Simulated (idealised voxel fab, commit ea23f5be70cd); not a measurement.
process module | voxel capacitor over wiring
cross-section cut | 220 nm wide | cells 5 nm
A cross-section is a grid of square cells, given in bands from the top down. A band is one or more rows of cells.
Each band's line starts with the height of the band's top and of its bottom, in nm. Then come its materials from left to right, each with its width in nm. One material with "throughout" fills the band from edge to edge. "air" is empty space.
Height 0 is the level under which the wafer as received is all one material. The lowest band goes on downwards, as in "0 down".
A width such as "30 to 40" changes by the same amount from each row of cells to the next, from the band's top row to its bottom row.
"no change" after a step means that no cell of the cross-section changed.
closed voids: empty space of 8 cells or more with no open way to the top, each as width x height at its distance from the left edge, in nm
after a step's settings: what the simulator itself notes on the step
overlay nm, on a step with a mask: how far to the right of its planned place the mask lay; to the left if negative
plan
1 op RECEIVE | material Si
2 op CONFORMAL_DEP | material SiO2 | thk nm 10
3 op CONFORMAL_DEP | material SiN | thk nm 5
4 op DIRECTIONAL_DEP | material SiO2 | thk nm 15
5 op PATTERN | tone open | mask id METAL_1 | material resist | width nm 20 | pitch nm 80 | thk nm 20 | overlay nm 0
6 op DIRECTIONAL_ETCH | etch materials SiO2 | depth nm 15
7 op DIRECTIONAL_ETCH | etch materials SiN | depth nm 5
8 op STRIP | etch materials resist
9 op CONFORMAL_DEP | material TiN | thk nm 5
10 op FILL_DEP | material Ru | thk nm 10
11 op CMP | height nm 30
12 op EPI | material Ru | thk nm 5
13 op FILL_DEP | material SiCN | thk nm 5
14 op DIRECTIONAL_DEP | material lowk | thk nm 20
15 op DIRECTIONAL_DEP | material aC | thk nm 10
16 op PATTERN | tone open | mask id PLUG_1 | material resist | width nm 15 | thk nm 25 | overlay nm 0
17 op DIRECTIONAL_ETCH | etch materials aC | depth nm 10
18 op STRIP | etch materials resist
19 op DIRECTIONAL_ETCH | etch materials lowk | depth nm 20
20 op DIRECTIONAL_ETCH | etch materials SiCN | depth nm 5
21 op STRIP | etch materials aC
22 op EPI | material Ru | thk nm 10
23 op EPI | material Ru | thk nm 10
24 op EPI | material Ru | thk nm 5
25 op DIRECTIONAL_DEP | material TiN | thk nm 5
26 op DIRECTIONAL_DEP | material Al2O3 | thk nm 5
27 op DIRECTIONAL_DEP | material TiN | thk nm 5
28 op DIRECTIONAL_DEP | material aC | thk nm 15
29 op PATTERN | tone cover | mask id UPPER_PLATE | material resist | width nm 65 | thk nm 35 | overlay nm 0
30 op DIRECTIONAL_ETCH | etch materials aC | depth nm 15
31 op STRIP | etch materials resist
32 op DIRECTIONAL_ETCH | etch materials TiN | depth nm 5
33 op DIRECTIONAL_ETCH | etch materials Al2O3 | depth nm 5
34 op STRIP | etch materials aC
35 op DIRECTIONAL_DEP | material aC | thk nm 15
36 op PATTERN | tone cover | mask id LOWER_PLATE | material resist | width nm 75 | thk nm 35 | overlay nm 0
37 op DIRECTIONAL_ETCH | etch materials aC | depth nm 15
38 op STRIP | etch materials resist
39 op DIRECTIONAL_ETCH | etch materials TiN | depth nm 5
40 op STRIP | etch materials aC
41 op FILL_DEP | material SiO2 | thk nm 15
42 op CMP | height nm 85
43 op PATTERN | tone open | mask id PLUG_2 | material resist | width nm 15 | thk nm 15 | overlay nm 0
44 op DIRECTIONAL_ETCH | etch materials SiO2 | depth nm 10
45 op STRIP | etch materials resist
46 op CONFORMAL_DEP | material TiN | thk nm 5
47 op FILL_DEP | material Cu | thk nm 10
48 op CMP | height nm 85
49 op CONFORMAL_DEP | material SiN | thk nm 5
as received, after step 1
  0 down: Si throughout
  closed voids: none
first wafer at the end, as planned
  90 to 85: SiN throughout
  85 to 80: SiO2 75 | TiN 5 | Cu 5 | TiN 5 | SiO2 130
  80 to 70: SiO2 75 to 65 | TiN 15 to 65 | SiO2 130 to 90
  70 to 65: SiO2 65 | Al2O3 65 | SiO2 90
  65 to 60: SiO2 60 | TiN 75 | SiO2 85
  60 to 40: lowk 65 | Ru 15 | lowk 140
  40 to 35: SiCN 65 | Ru 15 | SiCN 140
  35 to 30: SiCN 55 | Ru 30 | SiCN 50 | Ru 30 | SiCN 55
  30 to 15: SiO2 60 | TiN 5 | Ru 10 | TiN 5 | SiO2 60 | TiN 5 | Ru 10 | TiN 5 | SiO2 60
  15 to 10: SiN 60 | TiN 20 | SiN 60 | TiN 20 | SiN 60
  10 to 0: SiO2 throughout
  0 down: Si throughout
  closed voids: none
second wafer at the end: like start, like plan, one mistake
  85 to 80: SiN throughout
  80 to 70: SiO2 75 to 65 | TiN 15 to 65 | SiO2 130 to 90
  70 to 65: SiO2 65 | Al2O3 65 | SiO2 90
  65 to 60: SiO2 60 | TiN 75 | SiO2 85
  60 to 40: lowk 65 | Ru 15 | lowk 140
  40 to 35: SiCN 65 | Ru 15 | SiCN 140
  35 to 30: SiCN 55 | Ru 30 | SiCN 50 | Ru 30 | SiCN 55
  30 to 15: SiO2 60 | TiN 5 | Ru 10 | TiN 5 | SiO2 60 | TiN 5 | Ru 10 | TiN 5 | SiO2 60
  15 to 10: SiN 60 | TiN 20 | SiN 60 | TiN 20 | SiN 60
  10 to 0: SiO2 throughout
  0 down: Si throughout
  closed voids: none
what went wrong: step 48 ran as: op CMP | height nm 80
at the end the second wafer has, in cells: 1 fewer of Cu | 41 fewer of SiO2 | 2 fewer of TiN
